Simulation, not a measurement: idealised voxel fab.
The following process module bears the name voxel trench capacitor.
The width of the displayed cross-section, cut, is 290 nm; its cells are square, with a size of 5 nm.
We lay out every cross-section as a grid of square cells and spell it out in bands from the top down, where one band means one or more rows of cells.
It is stipulated that each band's entry specify, in nanometres, the height of the top of the band and then that of its bottom, followed by the materials of the band in left-to-right sequence, each together with its width in nanometres. A single material marked by the word "everywhere" is understood to fill the band from edge to edge; the word "air" is understood to denote empty space.
For the purposes of this specification, 0 denotes the height below which the wafer in its as-received condition is composed wholly of one material, and the lowermost band, lacking a lower limit, extends downward without end, as expressed in "0 nm and below".
Note: "30..40" means the width goes from the first number (top row of the band) to the second number (bottom row) in equal steps per row of cells.
Step note "nothing was modified" = no cross-section cell changed.
You'll see "Closed cavity list" listing empty spaces that have no way open to the top, as long as they're 8 cells or more; the notation is width x height at distance, where the distance is from the left edge, and all of it is in nm.
Note: text after step settings on the step line = simulator remark on that step.
Regarding "overlay nm": on a step with a mask, it is the distance the mask lay to the right of its planned place; a negative value places it to the left.

Set out below are the planned steps of the process:
- 1: RECEIVE | material Si
- 2: CONFORMAL_DEP | material SiN | thk nm 10
- 3: DIRECTIONAL_DEP | material aC | thk nm 15
- 4: PATTERN | tone open | mask id TRENCH | material resist | width nm 25 | pitch nm 50 | thk nm 30 | overlay nm 0
- 5: DIRECTIONAL_ETCH | etch materials aC | depth nm 15
- 6: STRIP | etch materials resist
- 7: DIRECTIONAL_ETCH | etch materials SiN | depth nm 10
- 8: DIRECTIONAL_ETCH | etch materials Si | depth nm 40
- 9: STRIP | etch materials aC
- 10: CONFORMAL_DEP | material HfO2 | thk nm 5
- 11: CONFORMAL_DEP | material TiN | thk nm 5
- 12: FILL_DEP | material W | thk nm 5
- 13: CMP | height nm 10

First wafer out of two, processed as planned:

Incoming wafer, cross-sectional view, post step 1:
0 nm and below: Si everywhere
Closed cavity list: none

Upon completion of step 2, the wafer appears in cross-section as shown:
10 nm to 0 nm: SiN everywhere
All layers under 0 are left as they were.

Upon completion of step 3, the wafer appears in cross-section as shown:
25 nm to 10 nm: aC everywhere
All layers under 10 are left as they were.

Upon completion of step 4, the wafer appears in cross-section as shown:
55 nm to 25 nm: resist: 55 / air: 25 / resist: 25 / air: 25 / resist: 25 / air: 25 / resist: 25 / air: 25 / resist: 60
All layers under 25 are left as they were.

Upon completion of step 5, the wafer appears in cross-section as shown:
40 nm to 25 nm: resist: 55 / air: 25 / resist: 25 / air: 25 / resist: 25 / air: 25 / resist: 25 / air: 25 / resist: 60
25 nm to 10 nm: aC: 55 / air: 25 / aC: 25 / air: 25 / aC: 25 / air: 25 / aC: 25 / air: 25 / aC: 60
All layers under 10 are left as they were.

Upon completion of step 6, the wafer appears in cross-section as shown:
25 nm to 10 nm: aC: 55 / air: 25 / aC: 25 / air: 25 / aC: 25 / air: 25 / aC: 25 / air: 25 / aC: 60
All layers under 10 are left as they were.

Upon completion of step 7, the wafer appears in cross-section as shown:
25 nm to 10 nm: aC: 55 / air: 25 / aC: 25 / air: 25 / aC: 25 / air: 25 / aC: 25 / air: 25 / aC: 60
10 nm to 0 nm: SiN: 55 / air: 25 / SiN: 25 / air: 25 / SiN: 25 / air: 25 / SiN: 25 / air: 25 / SiN: 60
All layers under 0 are left as they were.

Upon completion of step 8, the wafer appears in cross-section as shown:
25 nm to 10 nm: aC: 55 / air: 25 / aC: 25 / air: 25 / aC: 25 / air: 25 / aC: 25 / air: 25 / aC: 60
10 nm to 0 nm: SiN: 55 / air: 25 / SiN: 25 / air: 25 / SiN: 25 / air: 25 / SiN: 25 / air: 25 / SiN: 60
0 nm to -40 nm: Si: 55 / air: 25 / Si: 25 / air: 25 / Si: 25 / air: 25 / Si: 25 / air: 25 / Si: 60
All layers under -40 are left as they were.

Upon completion of step 9, the wafer appears in cross-section as shown:
10 nm to 0 nm: SiN: 55 / air: 25 / SiN: 25 / air: 25 / SiN: 25 / air: 25 / SiN: 25 / air: 25 / SiN: 60
All layers under 0 are left as they were.

Upon completion of step 10, the wafer appears in cross-section as shown:
15 nm to 10 nm: HfO2: 60 / air: 15 / HfO2: 35 / air: 15 / HfO2: 35 / air: 15 / HfO2: 35 / air: 15 / HfO2: 65
10 nm to 0 nm: SiN: 55 / HfO2: 5 / air: 15 / HfO2: 5 / SiN: 25 / HfO2: 5 / air: 15 / HfO2: 5 / SiN: 25 / HfO2: 5 / air: 15 / HfO2: 5 / SiN: 25 / HfO2: 5 / air: 15 / HfO2: 5 / SiN: 60
0 nm to -35 nm: Si: 55 / HfO2: 5 / air: 15 / HfO2: 5 / Si: 25 / HfO2: 5 / air: 15 / HfO2: 5 / Si: 25 / HfO2: 5 / air: 15 / HfO2: 5 / Si: 25 / HfO2: 5 / air: 15 / HfO2: 5 / Si: 60
-35 nm to -40 nm: Si: 55 / HfO2: 25 / Si: 25 / HfO2: 25 / Si: 25 / HfO2: 25 / Si: 25 / HfO2: 25 / Si: 60
All layers under -40 are left as they were.

Upon completion of step 11, the wafer appears in cross-section as shown:
20 nm to 15 nm: TiN: 65 / air: 5 / TiN: 45 / air: 5 / TiN: 45 / air: 5 / TiN: 45 / air: 5 / TiN: 70
15 nm to 10 nm: HfO2: 60 / TiN: 5 / air: 5 / TiN: 5 / HfO2: 35 / TiN: 5 / air: 5 / TiN: 5 / HfO2: 35 / TiN: 5 / air: 5 / TiN: 5 / HfO2: 35 / TiN: 5 / air: 5 / TiN: 5 / HfO2: 65
10 nm to 0 nm: SiN: 55 / HfO2: 5 / TiN: 5 / air: 5 / TiN: 5 / HfO2: 5 / SiN: 25 / HfO2: 5 / TiN: 5 / air: 5 / TiN: 5 / HfO2: 5 / SiN: 25 / HfO2: 5 / TiN: 5 / air: 5 / TiN: 5 / HfO2: 5 / SiN: 25 / HfO2: 5 / TiN: 5 / air: 5 / TiN: 5 / HfO2: 5 / SiN: 60
0 nm to -30 nm: Si: 55 / HfO2: 5 / TiN: 5 / air: 5 / TiN: 5 / HfO2: 5 / Si: 25 / HfO2: 5 / TiN: 5 / air: 5 / TiN: 5 / HfO2: 5 / Si: 25 / HfO2: 5 / TiN: 5 / air: 5 / TiN: 5 / HfO2: 5 / Si: 25 / HfO2: 5 / TiN: 5 / air: 5 / TiN: 5 / HfO2: 5 / Si: 60
-30 nm to -35 nm: Si: 55 / HfO2: 5 / TiN: 15 / HfO2: 5 / Si: 25 / HfO2: 5 / TiN: 15 / HfO2: 5 / Si: 25 / HfO2: 5 / TiN: 15 / HfO2: 5 / Si: 25 / HfO2: 5 / TiN: 15 / HfO2: 5 / Si: 60
All layers under -35 are left as they were.

Upon completion of step 12, the wafer appears in cross-section as shown:
25 nm to 20 nm: W everywhere
20 nm to 15 nm: TiN: 65 / W: 5 / TiN: 45 / W: 5 / TiN: 45 / W: 5 / TiN: 45 / W: 5 / TiN: 70
15 nm to 10 nm: HfO2: 60 / TiN: 5 / W: 5 / TiN: 5 / HfO2: 35 / TiN: 5 / W: 5 / TiN: 5 / HfO2: 35 / TiN: 5 / W: 5 / TiN: 5 / HfO2: 35 / TiN: 5 / W: 5 / TiN: 5 / HfO2: 65
10 nm to 0 nm: SiN: 55 / HfO2: 5 / TiN: 5 / W: 5 / TiN: 5 / HfO2: 5 / SiN: 25 / HfO2: 5 / TiN: 5 / W: 5 / TiN: 5 / HfO2: 5 / SiN: 25 / HfO2: 5 / TiN: 5 / W: 5 / TiN: 5 / HfO2: 5 / SiN: 25 / HfO2: 5 / TiN: 5 / W: 5 / TiN: 5 / HfO2: 5 / SiN: 60
0 nm to -30 nm: Si: 55 / HfO2: 5 / TiN: 5 / W: 5 / TiN: 5 / HfO2: 5 / Si: 25 / HfO2: 5 / TiN: 5 / W: 5 / TiN: 5 / HfO2: 5 / Si: 25 / HfO2: 5 / TiN: 5 / W: 5 / TiN: 5 / HfO2: 5 / Si: 25 / HfO2: 5 / TiN: 5 / W: 5 / TiN: 5 / HfO2: 5 / Si: 60
All layers under -30 are left as they were.

Upon completion of step 13, the wafer appears in cross-section as shown:
10 nm to 0 nm: SiN: 55 / HfO2: 5 / TiN: 5 / W: 5 / TiN: 5 / HfO2: 5 / SiN: 25 / HfO2: 5 / TiN: 5 / W: 5 / TiN: 5 / HfO2: 5 / SiN: 25 / HfO2: 5 / TiN: 5 / W: 5 / TiN: 5 / HfO2: 5 / SiN: 25 / HfO2: 5 / TiN: 5 / W: 5 / TiN: 5 / HfO2: 5 / SiN: 60
All layers under 0 are left as they were.

The Second Wafer: Common Origin and Plan, One Mistake in Execution, Identical to the First Through Step 9:

Cross-section of the second wafer corresponding to the planned conclusion of step 10:
15 nm to 0 nm: SiN: 60 / air: 15 / SiN: 35 / air: 15 / SiN: 35 / air: 15 / SiN: 35 / air: 15 / SiN: 65
0 nm to -35 nm: Si: 55 / SiN: 5 / air: 15 / SiN: 5 / Si: 25 / SiN: 5 / air: 15 / SiN: 5 / Si: 25 / SiN: 5 / air: 15 / SiN: 5 / Si: 25 / SiN: 5 / air: 15 / SiN: 5 / Si: 60
-35 nm to -40 nm: Si: 55 / SiN: 25 / Si: 25 / SiN: 25 / Si: 25 / SiN: 25 / Si: 25 / SiN: 25 / Si: 60
All layers under -40 are left as they were.

Cross-section of the second wafer corresponding to the planned conclusion of step 11:
20 nm to 15 nm: TiN: 65 / air: 5 / TiN: 45 / air: 5 / TiN: 45 / air: 5 / TiN: 45 / air: 5 / TiN: 70
15 nm to 0 nm: SiN: 60 / TiN: 5 / air: 5 / TiN: 5 / SiN: 35 / TiN: 5 / air: 5 / TiN: 5 / SiN: 35 / TiN: 5 / air: 5 / TiN: 5 / SiN: 35 / TiN: 5 / air: 5 / TiN: 5 / SiN: 65
0 nm to -30 nm: Si: 55 / SiN: 5 / TiN: 5 / air: 5 / TiN: 5 / SiN: 5 / Si: 25 / SiN: 5 / TiN: 5 / air: 5 / TiN: 5 / SiN: 5 / Si: 25 / SiN: 5 / TiN: 5 / air: 5 / TiN: 5 / SiN: 5 / Si: 25 / SiN: 5 / TiN: 5 / air: 5 / TiN: 5 / SiN: 5 / Si: 60
-30 nm to -35 nm: Si: 55 / SiN: 5 / TiN: 15 / SiN: 5 / Si: 25 / SiN: 5 / TiN: 15 / SiN: 5 / Si: 25 / SiN: 5 / TiN: 15 / SiN: 5 / Si: 25 / SiN: 5 / TiN: 15 / SiN: 5 / Si: 60
All layers under -35 are left as they were.

Cross-section of the second wafer corresponding to the planned conclusion of step 12:
25 nm to 20 nm: W everywhere
20 nm to 15 nm: TiN: 65 / W: 5 / TiN: 45 / W: 5 / TiN: 45 / W: 5 / TiN: 45 / W: 5 / TiN: 70
15 nm to 0 nm: SiN: 60 / TiN: 5 / W: 5 / TiN: 5 / SiN: 35 / TiN: 5 / W: 5 / TiN: 5 / SiN: 35 / TiN: 5 / W: 5 / TiN: 5 / SiN: 35 / TiN: 5 / W: 5 / TiN: 5 / SiN: 65
0 nm to -30 nm: Si: 55 / SiN: 5 / TiN: 5 / W: 5 / TiN: 5 / SiN: 5 / Si: 25 / SiN: 5 / TiN: 5 / W: 5 / TiN: 5 / SiN: 5 / Si: 25 / SiN: 5 / TiN: 5 / W: 5 / TiN: 5 / SiN: 5 / Si: 25 / SiN: 5 / TiN: 5 / W: 5 / TiN: 5 / SiN: 5 / Si: 60
All layers under -30 are left as they were.

Cross-section of the second wafer corresponding to the planned conclusion of step 13:
10 nm to 0 nm: SiN: 60 / TiN: 5 / W: 5 / TiN: 5 / SiN: 35 / TiN: 5 / W: 5 / TiN: 5 / SiN: 35 / TiN: 5 / W: 5 / TiN: 5 / SiN: 35 / TiN: 5 / W: 5 / TiN: 5 / SiN: 65
All layers under 0 are left as they were.
The mistake made against the process plan was this: step 10 went in with a setting other than planned; the actual run was CONFORMAL_DEP | material SiN | thk nm 5
Final comparison by cell count, materials where the second wafer has more or fewer than the first: -92 HfO2, +92 SiN
